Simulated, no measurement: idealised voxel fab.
Process module under the name voxel self aligned vias
The cross-section shown here is cut; it is 170 nm wide and divided into square cells measuring 5 nm on a side.
For the purposes of this document, a cross-section shall be understood as a grid of square cells, specified as bands listed in top-to-bottom order, each band consisting of one or more rows of cells.
The band entry comprises the height of the band's top followed by the height of its bottom, expressed in nm, and subsequently the band's materials from left to right, each stated together with its width in nm. Where a single material is marked with the word "everywhere", that material fills the band from edge to edge. The word "air" represents empty space.
Measure heights from 0. That's the level where, below it, the as-received wafer is all one material. The lowest band is bottomless and extends downward; write it as in "0 and below".
Graded width ("30..40"): value in top row of band = first number; value in bottom row = second number; row-to-row change constant.
"nothing changed" means the step left every cell of the cross-section as it was.
"Sealed void inventory": empty spaces of 8 cells or more with no open way to the top, each given as width x height at distance, distance from the left edge, all in nm.
after a step's settings: what the simulator itself notes on the step
overlay nm: how far to the right of its planned place the mask lay on this masked step (negative: to the left).

Process steps - plan
1. RECEIVE | material Si
2. CONFORMAL_DEP | material SiO2 | thk nm 15
3. CONFORMAL_DEP | material SiCN | thk nm 5
4. DIRECTIONAL_DEP | material lowk | thk nm 30
5. MASKED_ETCH | tone open | mask id LINES | width nm 20 | pitch nm 50 | etch materials lowk | depth nm 30 | overlay nm 0
6. CONFORMAL_DEP | material TiN | thk nm 5
7. FILL_DEP | material Ru | thk nm 10
8. CMP | height nm 50
9. SELECTIVE_ETCH | etch materials W Ru TiN | depth nm 5
10. FILL_DEP | material SiN | thk nm 10
11. CMP | height nm 50
12. DIRECTIONAL_DEP | material lowk | thk nm 15
13. MASKED_ETCH | tone open | mask id VIAS | width nm 30 | pitch nm 50 | etch materials lowk | depth nm 15 | overlay nm 0
14. MASKED_ETCH | tone open | mask id VIAS | width nm 30 | pitch nm 50 | etch materials SiN | depth nm 5 | overlay nm 0
15. CONFORMAL_DEP | material TiN | thk nm 5
16. FILL_DEP | material Cu | thk nm 5
17. CMP | height nm 65
18. CONFORMAL_DEP | material SiN | thk nm 5

As-received state of the wafer in cross-section, equivalent to post-step 1
    0 and below | Si everywhere
    Sealed void inventory: none

Module complete, cross-section. Starting point and plan per above. One mistake made in running the module
    70 down to 65 | SiN everywhere
    65 down to 55 | 45 of lowk | 5 of TiN | 20 of Cu | 5 of TiN | 20 of lowk | 5 of TiN | 20 of Cu | 5 of TiN | 45 of lowk
    55 down to 50 | 45 of lowk | 10 of TiN | 10 of Cu | 10 of TiN | 20 of lowk | 10 of TiN | 10 of Cu | 10 of TiN | 45 of lowk
    50 down to 45 | 50 of lowk | 20 of TiN | 30 of lowk | 20 of TiN | 50 of lowk
    45 down to 25 | 50 of lowk | 5 of TiN | 10 of Ru | 5 of TiN | 30 of lowk | 5 of TiN | 10 of Ru | 5 of TiN | 50 of lowk
    25 down to 20 | 50 of lowk | 20 of TiN | 30 of lowk | 20 of TiN | 50 of lowk
    20 down to 5 | SiO2 everywhere
    5 down to 0 | SiCN everywhere
    0 and below | Si everywhere
    Sealed void inventory: none
Where did the run depart from the plan? step 3 occupied the plan position of step 2, and the converse holds as well
